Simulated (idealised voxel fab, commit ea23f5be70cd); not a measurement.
Process module under the name voxel released beams
FYI the section here is cut, 290 nm wide, cells are 5 nm squares.
Square cells in a grid make up a cross-section in this document, and the grid is given as bands, listed from the top down, each one or more rows of cells.
Band: top height; bottom height; in nm. Then, left to right: material with width in nm, for each material. "everywhere": a single material spanning edge to edge. "empty": empty space.
Ref level 0: as-received wafer is one material below here. Bottom band extends down with no lower bound ("z 0 and below").
Top row gets the first number, bottom row gets the second, and each row in between changes by the same step: that is how a band width like "30 to 40" works.
The cross-section has no changed cell in any step marked "same as before".
Basically, "Enclosed cavities" tells you about the enclosed voids: empty spaces with no open way to the top, 8 cells or bigger, each written width x height at distance, where distance is from the left edge, all in nm.
The remark found on a step's line after its settings is issued by the simulator itself and pertains to that step.
"overlay nm" answers the question of how far to the right of plan the mask lay on a step that has a mask, and when it is negative the answer is to the left.
The following list gives the planned process steps
- 1: RECEIVE (material Si)
- 2: CONFORMAL_DEP (material SiN; thk nm 10)
- 3: DIRECTIONAL_DEP (material SiO2; thk nm 20)
- 4: MASKED_ETCH (tone open; mask id ANCHOR; width nm 35; etch materials SiO2; depth nm 20; overlay nm 0)
- 5: CONFORMAL_DEP (material polySi; thk nm 10)
- 6: MASKED_ETCH (tone cover; mask id BEAM; width nm 90; etch materials polySi; depth nm 10; overlay nm 0)
- 7: STRIP (etch materials SiO2)
First out of two wafers; run went to plan
Received-state cross-section, reflecting completion of step 1
> z 0 and below: Si everywhere
> Enclosed cavities: none
The following cross-section depicts the wafer upon completion of step 2
> z 10 to 0: SiN everywhere
> Beneath the level 0, the cross-section is identical to its previous state.
The following cross-section depicts the wafer upon completion of step 3
> z 30 to 10: SiO2 everywhere
> Beneath the level 10, the cross-section is identical to its previous state.
The following cross-section depicts the wafer upon completion of step 4
> z 30 to 10: 100 of SiO2 / 35 of empty / 155 of SiO2
> Beneath the level 10, the cross-section is identical to its previous state.
The following cross-section depicts the wafer upon completion of step 5
> z 40 to 30: 110 of polySi / 15 of empty / 165 of polySi
> z 30 to 20: 100 of SiO2 / 10 of polySi / 15 of empty / 10 of polySi / 155 of SiO2
> z 20 to 10: 100 of SiO2 / 35 of polySi / 155 of SiO2
> Beneath the level 10, the cross-section is identical to its previous state.
The following cross-section depicts the wafer upon completion of step 6
> z 40 to 30: 95 of empty / 15 of polySi / 15 of empty / 60 of polySi / 105 of empty
> Beneath the level 30, the cross-section is identical to its previous state.
The following cross-section depicts the wafer upon completion of step 7
> z 40 to 30: 95 of empty / 15 of polySi / 15 of empty / 60 of polySi / 105 of empty
> z 30 to 20: 100 of empty / 10 of polySi / 15 of empty / 10 of polySi / 155 of empty
> z 20 to 10: 100 of empty / 35 of polySi / 155 of empty
> Beneath the level 10, the cross-section is identical to its previous state.
Now the other wafer: same start, same recipe, but we messed up one thing when running it. Up to and including step 3 it's the same as the first one
Cross-section: second wafer, time at which step 4 was scheduled to end
> z 30 to 10: 95 of SiO2 / 45 of empty / 150 of SiO2
> Beneath the level 10, the cross-section is identical to its previous state.
Cross-section: second wafer, time at which step 5 was scheduled to end
> z 40 to 30: 105 of polySi / 25 of empty / 160 of polySi
> z 30 to 20: 95 of SiO2 / 10 of polySi / 25 of empty / 10 of polySi / 150 of SiO2
> z 20 to 10: 95 of SiO2 / 45 of polySi / 150 of SiO2
> Beneath the level 10, the cross-section is identical to its previous state.
Cross-section: second wafer, time at which step 6 was scheduled to end
> z 40 to 30: 95 of empty / 10 of polySi / 25 of empty / 55 of polySi / 105 of empty
> Beneath the level 30, the cross-section is identical to its previous state.
Cross-section: second wafer, time at which step 7 was scheduled to end
> z 40 to 30: 95 of empty / 10 of polySi / 25 of empty / 55 of polySi / 105 of empty
> z 30 to 20: 95 of empty / 10 of polySi / 25 of empty / 10 of polySi / 150 of empty
> z 20 to 10: 95 of empty / 45 of polySi / 150 of empty
> Beneath the level 10, the cross-section is identical to its previous state.
What broke from the plan during processing? not per plan at step 4, really ran MASKED_ETCH (tone open; mask id ANCHOR; width nm 45; etch materials SiO2; depth nm 20; overlay nm 0)
at the end the second wafer has, in cells: as many of each material as the first, in other places
